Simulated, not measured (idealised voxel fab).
Module name: voxel released beams (process module)
This is section cut - it's 245 nm across, gridded in 5 nm square cells.
The cross-sections in this document take the form of a grid made of square cells. They are written out as bands, in order from top to bottom. Each band consists of one or more rows of cells. Within each band entry, the heights of the top and of the bottom of the band appear first, in that order and in nm; the materials of the band then follow from left to right, each with its corresponding width in nm. The designation "all across" on a single material indicates that it fills the band from edge to edge; the designation "blank" indicates empty space. Zero point of the height axis is 0; under it, received wafer = one material. Lowest band: continues down indefinitely, "0 -> down". Graded width ("30->40"): value in top row of band = first number; value in bottom row = second number; row-to-row change constant. "no alteration" after a step means that no cell of the cross-section changed. Closed empty spaces (no open way to the top) of 8 cells or more are what "Voids, enclosed" lists, each as width x height at distance from the left edge, nm for all three. Anything after a step's settings on that line? It's the simulator's own note about the step. "overlay nm" on a masked step: distance the mask lay right of its planned place, negative for left.

[The following list gives the planned process steps]
step 1: RECEIVE,material Si
step 2: CONFORMAL_DEP,material Al2O3,thk nm 5
step 3: DIRECTIONAL_DEP,material SiO2,thk nm 15
step 4: PATTERN,tone open,mask id ANCHOR,material resist,width nm 45,thk nm 15,overlay nm 0
step 5: DIRECTIONAL_ETCH,etch materials SiO2,depth nm 15
step 6: STRIP,etch materials resist
step 7: CONFORMAL_DEP,material W,thk nm 15
step 8: PATTERN,tone cover,mask id BEAM,material resist,width nm 105,thk nm 20,overlay nm 0
step 9: DIRECTIONAL_ETCH,etch materials W,depth nm 15
step 10: STRIP,etch materials resist
step 11: STRIP,etch materials SiO2

[This is the cross-section of the wafer as we received it, i.e. after step 1]
- 0 -> down = Si all across
- Voids, enclosed: none

[First wafer of two, sectioned at end of module; run went per plan]
- 35 -> 20 = 65 nm blank, 20 nm W, 15 nm blank, 70 nm W, 75 nm blank
- 20 -> 5 = 70 nm blank, 45 nm W, 130 nm blank
- 5 -> 0 = Al2O3 all across
- 0 -> down = Si all across
- Voids, enclosed: none

[So this is wafer number two of the two, cut at the end of the module - it started where the first did and had the same plan, we just got one thing wrong running it]
- 35 -> 20 = 65 nm blank, 25 nm W, 15 nm blank, 65 nm W, 75 nm blank
- 20 -> 5 = 75 nm blank, 45 nm W, 125 nm blank
- 5 -> 0 = Al2O3 all across
- 0 -> down = Si all across
- Voids, enclosed: none
Here's what went sideways: note that step 4 departed from the planned setting and was carried out as PATTERN,tone open,mask id ANCHOR,material resist,width nm 45,thk nm 15,overlay nm 5
Heads up: at the end the two wafers have identical cell counts per material, they're just laid out differently.
